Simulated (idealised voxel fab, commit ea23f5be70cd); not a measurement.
process module | voxel double patterning
cross-section cut | 175 nm wide | cells 5 nm
A cross-section is a grid of square cells, given in bands from the top down. A band is one or more rows of cells.
Each band's line starts with the height of the band's top and of its bottom, in nm. Then come its materials from left to right, each with its width in nm. One material with "throughout" fills the band from edge to edge. "air" is empty space.
Height 0 is the level under which the wafer as received is all one material. The lowest band goes on downwards, as in "0 down".
A width such as "30 to 40" changes by the same amount from each row of cells to the next, from the band's top row to its bottom row.
"no change" after a step means that no cell of the cross-section changed.
closed voids: empty space of 8 cells or more with no open way to the top, each as width x height at its distance from the left edge, in nm
after a step's settings: what the simulator itself notes on the step
overlay nm, on a step with a mask: how far to the right of its planned place the mask lay; to the left if negative
plan
1 op RECEIVE | material Si
2 op CONFORMAL_DEP | material SiN | thk nm 10
3 op DIRECTIONAL_DEP | material SiO2 | thk nm 15
4 op DIRECTIONAL_DEP | material SiCN | thk nm 10
5 op DIRECTIONAL_DEP | material aC | thk nm 10
6 op PATTERN | tone open | mask id FIRST | material resist | width nm 15 | pitch nm 50 | thk nm 30 | overlay nm 0
7 op DIRECTIONAL_ETCH | etch materials aC | depth nm 10
8 op STRIP | etch materials resist
9 op DIRECTIONAL_ETCH | etch materials SiCN | depth nm 10
10 op STRIP | etch materials aC
11 op MASKED_ETCH | tone open | mask id SECOND | width nm 15 | pitch nm 50 | etch materials SiCN | depth nm 10 | overlay nm 0
12 op DIRECTIONAL_ETCH | etch materials SiO2 | depth nm 15
13 op STRIP | etch materials SiCN
as received, after step 1
  0 down: Si throughout
  closed voids: none
first wafer at the end, as planned
  25 to 10: SiO2 30 | air 15 | SiO2 10 | air 15 | SiO2 10 | air 15 | SiO2 10 | air 15 | SiO2 10 | air 15 | SiO2 30
  10 to 0: SiN throughout
  0 down: Si throughout
  closed voids: none
second wafer at the end: like start, like plan, one mistake
  15 to 0: SiO2 30 | air 15 | SiO2 10 | air 15 | SiO2 10 | air 15 | SiO2 10 | air 15 | SiO2 10 | air 15 | SiO2 30
  0 down: Si throughout
  closed voids: none
what went wrong: step 2 was left out
at the end the second wafer has, in cells: 70 fewer of SiN
